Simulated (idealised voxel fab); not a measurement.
process module | voxel gate over fins
cross-section cut | 145 nm wide | cells 5 nm
A cross-section is a grid of square cells, given in bands from the top down. A band is one or more rows of cells.
Each band's line starts with the height of the band's top and of its bottom, in nm. Then come its materials from left to right, each with its width in nm. One material with "throughout" fills the band from edge to edge. "air" is empty space.
Height 0 is the level under which the wafer as received is all one material. The lowest band goes on downwards, as in "0 down".
A width such as "30 to 40" changes by the same amount from each row of cells to the next, from the band's top row to its bottom row.
"no change" after a step means that no cell of the cross-section changed.
closed voids: empty space of 8 cells or more with no open way to the top, each as width x height at its distance from the left edge, in nm
after a step's settings: what the simulator itself notes on the step
overlay nm, on a step with a mask: how far to the right of its planned place the mask lay; to the left if negative
plan
1 op RECEIVE | material Si
2 op CONFORMAL_DEP | material SiN | thk nm 5
3 op PATTERN | tone cover | mask id FINS | material resist | width nm 15 | pitch nm 50 | thk nm 15 | overlay nm 0
4 op DIRECTIONAL_ETCH | etch materials SiN | depth nm 5
5 op DIRECTIONAL_ETCH | etch materials Si | depth nm 40
6 op STRIP | etch materials resist
7 op FILL_DEP | material SiO2 | thk nm 15
8 op CMP | height nm 5
9 op PATTERN | tone open | mask id RAIL | material resist | width nm 15 | thk nm 15 | overlay nm 0
10 op DIRECTIONAL_ETCH | etch materials SiO2 | depth nm 40
11 op STRIP | etch materials resist
12 op CONFORMAL_DEP | material TiN | thk nm 5
13 op FILL_DEP | material Ru | thk nm 5
14 op CMP | height nm 5
15 op SELECTIVE_ETCH | etch materials W Ru TiN | depth nm 20
16 op FILL_DEP | material SiO2 | thk nm 5
17 op CMP | height nm 5
18 op SELECTIVE_ETCH | etch materials SiO2 | depth nm 15
19 op STRIP | etch materials SiN
20 op CONFORMAL_DEP | material HfO2 | thk nm 5
21 op CONFORMAL_DEP | material TiN | thk nm 5
22 op CONFORMAL_DEP | material TiAl | thk nm 5
23 op CONFORMAL_DEP | material TiN | thk nm 5
24 op FILL_DEP | material W | thk nm 15
25 op CMP | height nm 30
26 op CONFORMAL_DEP | material SiN | thk nm 10
first wafer, as planned
as received, after step 1
  0 down: Si throughout
  closed voids: none
after step 2
  5 to 0: SiN throughout
  below 0: unchanged
after step 3
  20 to 5: air 15 | resist 15 | air 35 | resist 15 | air 35 | resist 15 | air 15
  below 5: unchanged
after step 4
  20 to 5: air 15 | resist 15 | air 35 | resist 15 | air 35 | resist 15 | air 15
  5 to 0: air 15 | SiN 15 | air 35 | SiN 15 | air 35 | SiN 15 | air 15
  below 0: unchanged
after step 5
  20 to 5: air 15 | resist 15 | air 35 | resist 15 | air 35 | resist 15 | air 15
  5 to 0: air 15 | SiN 15 | air 35 | SiN 15 | air 35 | SiN 15 | air 15
  0 to -40: air 15 | Si 15 | air 35 | Si 15 | air 35 | Si 15 | air 15
  below -40: unchanged
after step 6
  5 to 0: air 15 | SiN 15 | air 35 | SiN 15 | air 35 | SiN 15 | air 15
  below 0: unchanged
after step 7
  20 to 5: SiO2 throughout
  5 to 0: SiO2 15 | SiN 15 | SiO2 35 | SiN 15 | SiO2 35 | SiN 15 | SiO2 15
  0 to -40: SiO2 15 | Si 15 | SiO2 35 | Si 15 | SiO2 35 | Si 15 | SiO2 15
  below -40: unchanged
after step 8
  5 to 0: SiO2 15 | SiN 15 | SiO2 35 | SiN 15 | SiO2 35 | SiN 15 | SiO2 15
  below 0: unchanged
after step 9
  20 to 5: resist 40 | air 15 | resist 90
  below 5: unchanged
after step 10
  20 to 5: resist 40 | air 15 | resist 90
  5 to 0: SiO2 15 | SiN 15 | SiO2 10 | air 15 | SiO2 10 | SiN 15 | SiO2 35 | SiN 15 | SiO2 15
  0 to -35: SiO2 15 | Si 15 | SiO2 10 | air 15 | SiO2 10 | Si 15 | SiO2 35 | Si 15 | SiO2 15
  below -35: unchanged
after step 11
  5 to 0: SiO2 15 | SiN 15 | SiO2 10 | air 15 | SiO2 10 | SiN 15 | SiO2 35 | SiN 15 | SiO2 15
  below 0: unchanged
after step 12
  10 to 5: TiN 45 | air 5 | TiN 95
  5 to 0: SiO2 15 | SiN 15 | SiO2 10 | TiN 5 | air 5 | TiN 5 | SiO2 10 | SiN 15 | SiO2 35 | SiN 15 | SiO2 15
  0 to -30: SiO2 15 | Si 15 | SiO2 10 | TiN 5 | air 5 | TiN 5 | SiO2 10 | Si 15 | SiO2 35 | Si 15 | SiO2 15
  -30 to -35: SiO2 15 | Si 15 | SiO2 10 | TiN 15 | SiO2 10 | Si 15 | SiO2 35 | Si 15 | SiO2 15
  below -35: unchanged
after step 13
  15 to 10: Ru throughout
  10 to 5: TiN 45 | Ru 5 | TiN 95
  5 to 0: SiO2 15 | SiN 15 | SiO2 10 | TiN 5 | Ru 5 | TiN 5 | SiO2 10 | SiN 15 | SiO2 35 | SiN 15 | SiO2 15
  0 to -30: SiO2 15 | Si 15 | SiO2 10 | TiN 5 | Ru 5 | TiN 5 | SiO2 10 | Si 15 | SiO2 35 | Si 15 | SiO2 15
  below -30: unchanged
after step 14
  5 to 0: SiO2 15 | SiN 15 | SiO2 10 | TiN 5 | Ru 5 | TiN 5 | SiO2 10 | SiN 15 | SiO2 35 | SiN 15 | SiO2 15
  below 0: unchanged
after step 15
  5 to 0: SiO2 15 | SiN 15 | SiO2 10 | air 15 | SiO2 10 | SiN 15 | SiO2 35 | SiN 15 | SiO2 15
  0 to -15: SiO2 15 | Si 15 | SiO2 10 | air 15 | SiO2 10 | Si 15 | SiO2 35 | Si 15 | SiO2 15
  below -15: unchanged
after step 16
  10 to 5: SiO2 throughout
  5 to 0: SiO2 15 | SiN 15 | SiO2 35 | SiN 15 | SiO2 35 | SiN 15 | SiO2 15
  0 to -15: SiO2 15 | Si 15 | SiO2 35 | Si 15 | SiO2 35 | Si 15 | SiO2 15
  below -15: unchanged
after step 17
  5 to 0: SiO2 15 | SiN 15 | SiO2 35 | SiN 15 | SiO2 35 | SiN 15 | SiO2 15
  below 0: unchanged
after step 18
  5 to 0: air 15 | SiN 15 | air 35 | SiN 15 | air 35 | SiN 15 | air 15
  0 to -10: air 15 | Si 15 | air 35 | Si 15 | air 35 | Si 15 | air 15
  below -10: unchanged
after step 19
  0 to -10: air 15 | Si 15 | air 35 | Si 15 | air 35 | Si 15 | air 15
  below -10: unchanged
after step 20
  5 to 0: air 10 | HfO2 25 | air 25 | HfO2 25 | air 25 | HfO2 25 | air 10
  0 to -5: air 10 | HfO2 5 | Si 15 | HfO2 5 | air 25 | HfO2 5 | Si 15 | HfO2 5 | air 25 | HfO2 5 | Si 15 | HfO2 5 | air 10
  -5 to -10: HfO2 15 | Si 15 | HfO2 35 | Si 15 | HfO2 35 | Si 15 | HfO2 15
  below -10: unchanged
after step 21
  10 to 5: air 5 | TiN 35 | air 15 | TiN 35 | air 15 | TiN 35 | air 5
  5 to 0: air 5 | TiN 5 | HfO2 25 | TiN 5 | air 15 | TiN 5 | HfO2 25 | TiN 5 | air 15 | TiN 5 | HfO2 25 | TiN 5 | air 5
  0 to -5: TiN 10 | HfO2 5 | Si 15 | HfO2 5 | TiN 25 | HfO2 5 | Si 15 | HfO2 5 | TiN 25 | HfO2 5 | Si 15 | HfO2 5 | TiN 10
  below -5: unchanged
after step 22
  15 to 10: TiAl 45 | air 5 | TiAl 45 | air 5 | TiAl 45
  10 to 5: TiAl 5 | TiN 35 | TiAl 5 | air 5 | TiAl 5 | TiN 35 | TiAl 5 | air 5 | TiAl 5 | TiN 35 | TiAl 5
  5 to 0: TiAl 5 | TiN 5 | HfO2 25 | TiN 5 | TiAl 15 | TiN 5 | HfO2 25 | TiN 5 | TiAl 15 | TiN 5 | HfO2 25 | TiN 5 | TiAl 5
  below 0: unchanged
after step 23
  20 to 15: TiN throughout
  15 to 10: TiAl 45 | TiN 5 | TiAl 45 | TiN 5 | TiAl 45
  10 to 5: TiAl 5 | TiN 35 | TiAl 5 | TiN 5 | TiAl 5 | TiN 35 | TiAl 5 | TiN 5 | TiAl 5 | TiN 35 | TiAl 5
  below 5: unchanged
after step 24
  35 to 20: W throughout
  below 20: unchanged
after step 25
  30 to 20: W throughout
  below 20: unchanged
after step 26
  40 to 30: SiN throughout
  below 30: unchanged
second wafer: like start, like plan, one mistake. Through step 11 it matches the first wafer
when step 12 should have ended
  10 to 5: TiAl 45 | air 5 | TiAl 95
  5 to 0: SiO2 15 | SiN 15 | SiO2 10 | TiAl 5 | air 5 | TiAl 5 | SiO2 10 | SiN 15 | SiO2 35 | SiN 15 | SiO2 15
  0 to -30: SiO2 15 | Si 15 | SiO2 10 | TiAl 5 | air 5 | TiAl 5 | SiO2 10 | Si 15 | SiO2 35 | Si 15 | SiO2 15
  -30 to -35: SiO2 15 | Si 15 | SiO2 10 | TiAl 15 | SiO2 10 | Si 15 | SiO2 35 | Si 15 | SiO2 15
  below -35: unchanged
when step 13 should have ended
  15 to 10: Ru throughout
  10 to 5: TiAl 45 | Ru 5 | TiAl 95
  5 to 0: SiO2 15 | SiN 15 | SiO2 10 | TiAl 5 | Ru 5 | TiAl 5 | SiO2 10 | SiN 15 | SiO2 35 | SiN 15 | SiO2 15
  0 to -30: SiO2 15 | Si 15 | SiO2 10 | TiAl 5 | Ru 5 | TiAl 5 | SiO2 10 | Si 15 | SiO2 35 | Si 15 | SiO2 15
  below -30: unchanged
when step 14 should have ended
  5 to 0: SiO2 15 | SiN 15 | SiO2 10 | TiAl 5 | Ru 5 | TiAl 5 | SiO2 10 | SiN 15 | SiO2 35 | SiN 15 | SiO2 15
  below 0: unchanged
when step 15 should have ended
  5 to 0: SiO2 15 | SiN 15 | SiO2 10 | TiAl 5 | air 5 | TiAl 5 | SiO2 10 | SiN 15 | SiO2 35 | SiN 15 | SiO2 15
  0 to -15: SiO2 15 | Si 15 | SiO2 10 | TiAl 5 | air 5 | TiAl 5 | SiO2 10 | Si 15 | SiO2 35 | Si 15 | SiO2 15
  below -15: unchanged
when step 16 should have ended
  10 to 5: SiO2 throughout
  5 to 0: SiO2 15 | SiN 15 | SiO2 10 | TiAl 5 | SiO2 5 | TiAl 5 | SiO2 10 | SiN 15 | SiO2 35 | SiN 15 | SiO2 15
  0 to -15: SiO2 15 | Si 15 | SiO2 10 | TiAl 5 | SiO2 5 | TiAl 5 | SiO2 10 | Si 15 | SiO2 35 | Si 15 | SiO2 15
  below -15: unchanged
when step 17 should have ended
  5 to 0: SiO2 15 | SiN 15 | SiO2 10 | TiAl 5 | SiO2 5 | TiAl 5 | SiO2 10 | SiN 15 | SiO2 35 | SiN 15 | SiO2 15
  below 0: unchanged
when step 18 should have ended
  5 to 0: air 15 | SiN 15 | air 10 | TiAl 5 | air 5 | TiAl 5 | air 10 | SiN 15 | air 35 | SiN 15 | air 15
  0 to -10: air 15 | Si 15 | air 10 | TiAl 5 | air 5 | TiAl 5 | air 10 | Si 15 | air 35 | Si 15 | air 15
  below -10: unchanged
when step 19 should have ended
  5 to 0: air 40 | TiAl 5 | air 5 | TiAl 5 | air 90
  below 0: unchanged
when step 20 should have ended
  10 to 5: air 35 | HfO2 25 | air 85
  5 to 0: air 10 | HfO2 30 | TiAl 5 | HfO2 5 | TiAl 5 | HfO2 30 | air 25 | HfO2 25 | air 10
  0 to -5: air 10 | HfO2 5 | Si 15 | HfO2 10 | TiAl 5 | HfO2 5 | TiAl 5 | HfO2 10 | Si 15 | HfO2 5 | air 25 | HfO2 5 | Si 15 | HfO2 5 | air 10
  -5 to -10: HfO2 15 | Si 15 | HfO2 10 | TiAl 5 | HfO2 5 | TiAl 5 | HfO2 10 | Si 15 | HfO2 35 | Si 15 | HfO2 15
  below -10: unchanged
when step 21 should have ended
  15 to 10: air 30 | TiN 35 | air 80
  10 to 5: air 5 | TiN 30 | HfO2 25 | TiN 30 | air 15 | TiN 35 | air 5
  5 to 0: air 5 | TiN 5 | HfO2 30 | TiAl 5 | HfO2 5 | TiAl 5 | HfO2 30 | TiN 5 | air 15 | TiN 5 | HfO2 25 | TiN 5 | air 5
  0 to -5: TiN 10 | HfO2 5 | Si 15 | HfO2 10 | TiAl 5 | HfO2 5 | TiAl 5 | HfO2 10 | Si 15 | HfO2 5 | TiN 25 | HfO2 5 | Si 15 | HfO2 5 | TiN 10
  below -5: unchanged
when step 22 should have ended
  20 to 15: air 25 | TiAl 45 | air 75
  15 to 10: TiAl 30 | TiN 35 | TiAl 30 | air 5 | TiAl 45
  10 to 5: TiAl 5 | TiN 30 | HfO2 25 | TiN 30 | TiAl 5 | air 5 | TiAl 5 | TiN 35 | TiAl 5
  5 to 0: TiAl 5 | TiN 5 | HfO2 30 | TiAl 5 | HfO2 5 | TiAl 5 | HfO2 30 | TiN 5 | TiAl 15 | TiN 5 | HfO2 25 | TiN 5 | TiAl 5
  below 0: unchanged
when step 23 should have ended
  25 to 20: air 20 | TiN 55 | air 70
  20 to 15: TiN 25 | TiAl 45 | TiN 75
  15 to 10: TiAl 30 | TiN 35 | TiAl 30 | TiN 5 | TiAl 45
  10 to 5: TiAl 5 | TiN 30 | HfO2 25 | TiN 30 | TiAl 5 | TiN 5 | TiAl 5 | TiN 35 | TiAl 5
  below 5: unchanged
when step 24 should have ended
  40 to 25: W throughout
  25 to 20: W 20 | TiN 55 | W 70
  below 20: unchanged
when step 25 should have ended
  30 to 25: W throughout
  below 25: unchanged
when step 26 should have ended
  40 to 30: SiN throughout
  below 30: unchanged
what went wrong: step 12 ran as: op CONFORMAL_DEP | material TiAl | thk nm 5
at the end the second wafer has, in cells: 9 more of HfO2 | 2 fewer of SiO2 | 15 more of TiAl | 11 fewer of TiN | 11 fewer of W
